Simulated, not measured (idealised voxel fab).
process module | voxel ribs on slabs
We display cut, a cross-section 270 nm in width whose square cells are each 5 nm.
The cross-sections in this document take the form of a grid made of square cells. They are written out as bands, in order from top to bottom. Each band consists of one or more rows of cells. This entry defines a band. It first specifies the height of the band's top and the height of its bottom in nm, and then specifies the band's materials from left to right, stating each material with its width in nm. The word "full width" identifies a single material that fills the band from edge to edge, while the word "empty" identifies empty space. Beneath 0, the wafer as received is one material, and that level is where height counting begins. The lowest band goes on downward without a bottom; it is written like "0 and below". The expression "30->40" gives the width at the extremes of the band, the first number at its top row of cells and the second at its bottom row, with the width changing by equal amounts from each row to the next in between. Take "no alterations made" at face value: in the step it is given for, the cross-section changed in none of its cells. This entry, "Closed void roster", enumerates those empty regions of no fewer than 8 cells that possess no open connection to the top. Each region is reported in the form width x height at distance, the distance being taken from the left edge, with all three quantities expressed in nm. That trailing text on a step's line, after the settings, is the simulator's own remark on the step. "overlay nm" on a masked step: distance the mask lay right of its planned place, negative for left.
-- So here's the lineup of process steps we planned
- 1: RECEIVE,material Si
- 2: DIRECTIONAL_DEP,material SiO2,thk nm 30
- 3: DIRECTIONAL_DEP,material SiN,thk nm 20
- 4: MASKED_ETCH,tone cover,mask id RIB,width nm 20,etch materials SiN,depth nm 15,overlay nm 0
- 5: MASKED_ETCH,tone cover,mask id SLAB,width nm 50,etch materials SiN,depth nm 5,overlay nm 0
- 6: FILL_DEP,material SiO2,thk nm 20
- 7: CMP,height nm 65
- 8: DIRECTIONAL_DEP,material TiN,thk nm 5
- 9: DIRECTIONAL_DEP,material aC,thk nm 15
- 10: PATTERN,tone cover,mask id HEATER,material resist,width nm 30,thk nm 35,overlay nm 0
- 11: DIRECTIONAL_ETCH,etch materials aC,depth nm 15
- 12: STRIP,etch materials resist
- 13: DIRECTIONAL_ETCH,etch materials TiN,depth nm 5
- 14: STRIP,etch materials aC
- 15: CONFORMAL_DEP,material SiO2,thk nm 5
-- Incoming wafer in cross-section (state: after step 1)
  0 and below  Si full width
  Closed void roster: none
-- The first of two wafers, cross-sectioned at the end of the module, with the run proceeding as planned
  75 down to 70  empty: 115 | SiO2: 40 | empty: 115
  70 down to 65  SiO2: 120 | TiN: 30 | SiO2: 120
  65 down to 50  SiO2 full width
  50 down to 35  SiO2: 125 | SiN: 20 | SiO2: 125
  35 down to 30  SiO2: 110 | SiN: 50 | SiO2: 110
  30 down to 0  SiO2 full width
  0 and below  Si full width
  Closed void roster: none
-- Module end: cross-section of wafer two of two. Same start and process plan as the first wafer. One mistake during execution
  75 down to 70  empty: 115 | SiO2: 40 | empty: 115
  70 down to 65  SiO2: 120 | TiN: 30 | SiO2: 120
  65 down to 50  SiO2 full width
  50 down to 35  SiO2: 125 | SiN: 20 | SiO2: 125
  35 down to 30  SiO2: 120 | SiN: 50 | SiO2: 100
  30 down to 0  SiO2 full width
  0 and below  Si full width
  Closed void roster: none
What broke from the plan during processing? heads up, step 5 didn't go per plan, it actually ran as MASKED_ETCH,tone cover,mask id SLAB,width nm 50,etch materials SiN,depth nm 5,overlay nm 10
Final state: per-material cell counts identical on both wafers; locations differ.
